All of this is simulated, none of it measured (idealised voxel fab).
The process module presented herein is designated voxel wiring stack.
We display cut, a cross-section 255 nm in width whose square cells are each 5 nm.
A cross-section in this document is a grid of square cells, and it is written down as bands, the top band listed before the ones below it; a band is made up of one or more rows of cells. The entry gives the band's vertical extent as a top height and a bottom height in nm, then its horizontal make-up as materials from left to right, each with a width in nm. "empty" stands for empty space; a single material marked "full width" fills the band edge to edge. Heights are measured from 0, the level below which the as-received wafer is all one material; the lowest band has no bottom and continues downward, written as in "from 0 down". Think of "30->40" as a width that walks from the first number to the second as you go down the band, top row to bottom row, taking equal-sized steps from row to row. Reading "remained unchanged" for a step: not a cell of the cross-section changed in it. Any empty space of 8 cells or more lacking an open way to the top shows up in "Enclosed void list" as width x height at distance, distance from the left edge, in nm. Note: text after step settings on the step line = simulator remark on that step. overlay nm: right-of-plan distance of the mask on a masked step; negative values mean left-of-plan.

Process steps - plan
1,RECEIVE, material Si
2,CONFORMAL_DEP, material SiO2, thk nm 10
3,CONFORMAL_DEP, material SiCN, thk nm 5
4,DIRECTIONAL_DEP, material SiO2, thk nm 20
5,MASKED_ETCH, tone open, mask id METAL_1, width nm 25, pitch nm 55, etch materials SiO2, depth nm 20, overlay nm 0
6,MASKED_ETCH, tone open, mask id METAL_1, width nm 25, pitch nm 55, etch materials SiCN, depth nm 5, overlay nm 0
7,CONFORMAL_DEP, material TiN, thk nm 5
8,FILL_DEP, material W, thk nm 5
9,CMP, height nm 35
10,EPI, material Ru, thk nm 5
11,FILL_DEP, material SiCN, thk nm 5
12,DIRECTIONAL_DEP, material lowk, thk nm 25
13,DIRECTIONAL_DEP, material aC, thk nm 10
14,PATTERN, tone open, mask id METAL_2_HOLES, material resist, width nm 15, pitch nm 55, thk nm 30, overlay nm 0
15,DIRECTIONAL_ETCH, etch materials aC, depth nm 10
16,STRIP, etch materials resist
17,DIRECTIONAL_ETCH, etch materials lowk, depth nm 25
18,STRIP, etch materials aC
19,PATTERN, tone open, mask id METAL_2, material resist, width nm 25, pitch nm 55, thk nm 20, overlay nm 0
20,DIRECTIONAL_ETCH, etch materials lowk, depth nm 15
21,DIRECTIONAL_ETCH, etch materials SiCN, depth nm 5
22,STRIP, etch materials resist
23,CONFORMAL_DEP, material TiN, thk nm 5
24,FILL_DEP, material Ru, thk nm 10
25,CMP, height nm 70
26,CONFORMAL_DEP, material SiCN, thk nm 5
27,DIRECTIONAL_DEP, material lowk, thk nm 25
28,DIRECTIONAL_DEP, material aC, thk nm 15
29,PATTERN, tone open, mask id METAL_3, material resist, width nm 25, pitch nm 55, thk nm 30, overlay nm 0
30,DIRECTIONAL_ETCH, etch materials aC, depth nm 15
31,STRIP, etch materials resist
32,DIRECTIONAL_ETCH, etch materials lowk, depth nm 15
33,STRIP, etch materials aC
34,PATTERN, tone open, mask id METAL_3_HOLES, material resist, width nm 15, pitch nm 55, thk nm 20, overlay nm 0
35,DIRECTIONAL_ETCH, etch materials lowk, depth nm 10
36,DIRECTIONAL_ETCH, etch materials SiCN, depth nm 5
37,STRIP, etch materials resist
38,CONFORMAL_DEP, material TiN, thk nm 5
39,FILL_DEP, material Cu, thk nm 10
40,CMP, height nm 100
41,CONFORMAL_DEP, material SiN, thk nm 5

Incoming wafer in cross-section (state: after step 1)
from 0 down | Si full width
Enclosed void list: none

Post-module cross-section of the first of two wafers (run per plan)
from 105 to 100 | SiN full width
from 100 to 90 | 60 lowk, 5 TiN, 15 Cu, 5 TiN, 30 lowk, 5 TiN, 15 Cu, 5 TiN, 30 lowk, 5 TiN, 15 Cu, 5 TiN, 60 lowk
from 90 to 85 | 60 lowk, 5 TiN, 5 Cu, 15 TiN, 30 lowk, 5 TiN, 5 Cu, 15 TiN, 30 lowk, 5 TiN, 5 Cu, 15 TiN, 60 lowk
from 85 to 75 | 60 lowk, 5 TiN, 5 Cu, 5 TiN, 40 lowk, 5 TiN, 5 Cu, 5 TiN, 40 lowk, 5 TiN, 5 Cu, 5 TiN, 70 lowk
from 75 to 70 | 60 SiCN, 15 TiN, 40 SiCN, 15 TiN, 40 SiCN, 15 TiN, 70 SiCN
from 70 to 60 | 60 lowk, 5 TiN, 15 Ru, 5 TiN, 30 lowk, 5 TiN, 15 Ru, 5 TiN, 30 lowk, 5 TiN, 15 Ru, 5 TiN, 60 lowk
from 60 to 55 | 60 lowk, 5 TiN, 5 Ru, 15 TiN, 30 lowk, 5 TiN, 5 Ru, 15 TiN, 30 lowk, 5 TiN, 5 Ru, 15 TiN, 60 lowk
from 55 to 45 | 60 lowk, 5 TiN, 5 Ru, 5 TiN, 40 lowk, 5 TiN, 5 Ru, 5 TiN, 40 lowk, 5 TiN, 5 Ru, 5 TiN, 70 lowk
from 45 to 40 | 60 SiCN, 15 TiN, 40 SiCN, 15 TiN, 40 SiCN, 15 TiN, 70 SiCN
from 40 to 35 | 55 SiCN, 35 Ru, 20 SiCN, 35 Ru, 20 SiCN, 35 Ru, 55 SiCN
from 35 to 15 | 60 SiO2, 5 TiN, 15 W, 5 TiN, 30 SiO2, 5 TiN, 15 W, 5 TiN, 30 SiO2, 5 TiN, 15 W, 5 TiN, 60 SiO2
from 15 to 10 | 60 SiCN, 25 TiN, 30 SiCN, 25 TiN, 30 SiCN, 25 TiN, 60 SiCN
from 10 to 0 | SiO2 full width
from 0 down | Si full width
Enclosed void list: none

Wafer two cross-section, module end. Start and plan unchanged from wafer one; one mistake made during the run
from 105 to 100 | SiN full width
from 100 to 90 | 60 lowk, 5 TiN, 15 Cu, 5 TiN, 30 lowk, 5 TiN, 15 Cu, 5 TiN, 30 lowk, 5 TiN, 15 Cu, 5 TiN, 60 lowk
from 90 to 85 | 60 lowk, 5 TiN, 5 Cu, 15 TiN, 30 lowk, 5 TiN, 5 Cu, 15 TiN, 30 lowk, 5 TiN, 5 Cu, 15 TiN, 60 lowk
from 85 to 75 | 60 lowk, 5 TiN, 5 Cu, 5 TiN, 40 lowk, 5 TiN, 5 Cu, 5 TiN, 40 lowk, 5 TiN, 5 Cu, 5 TiN, 70 lowk
from 75 to 70 | 60 SiCN, 15 TiN, 40 SiCN, 15 TiN, 40 SiCN, 15 TiN, 70 SiCN
from 70 to 60 | 60 lowk, 5 TiN, 15 Ru, 5 TiN, 30 lowk, 5 TiN, 15 Ru, 5 TiN, 30 lowk, 5 TiN, 15 Ru, 5 TiN, 60 lowk
from 60 to 55 | 60 lowk, 5 TiN, 5 Ru, 15 TiN, 30 lowk, 5 TiN, 5 Ru, 15 TiN, 30 lowk, 5 TiN, 5 Ru, 15 TiN, 60 lowk
from 55 to 45 | 60 lowk, 5 TiN, 5 Ru, 5 TiN, 40 lowk, 5 TiN, 5 Ru, 5 TiN, 40 lowk, 5 TiN, 5 Ru, 5 TiN, 70 lowk
from 45 to 40 | 60 SiCN, 15 TiN, 40 SiCN, 15 TiN, 40 SiCN, 15 TiN, 70 SiCN
from 40 to 35 | 55 SiCN, 35 Ru, 20 SiCN, 35 Ru, 20 SiCN, 35 Ru, 55 SiCN
from 35 to 20 | 60 SiO2, 5 TiN, 15 W, 5 TiN, 30 SiO2, 5 TiN, 15 W, 5 TiN, 30 SiO2, 5 TiN, 15 W, 5 TiN, 60 SiO2
from 20 to 15 | 60 SiCN, 25 TiN, 30 SiCN, 25 TiN, 30 SiCN, 25 TiN, 60 SiCN
from 15 to 0 | SiO2 full width
from 0 down | Si full width
Enclosed void list: none
Run error: step 2: run off-plan, actual operation and settings CONFORMAL_DEP, material SiO2, thk nm 15
Materials where the second wafer ends with more or fewer cells than the first: 15 more of SiO2, 6 fewer of TiN, 9 fewer of W
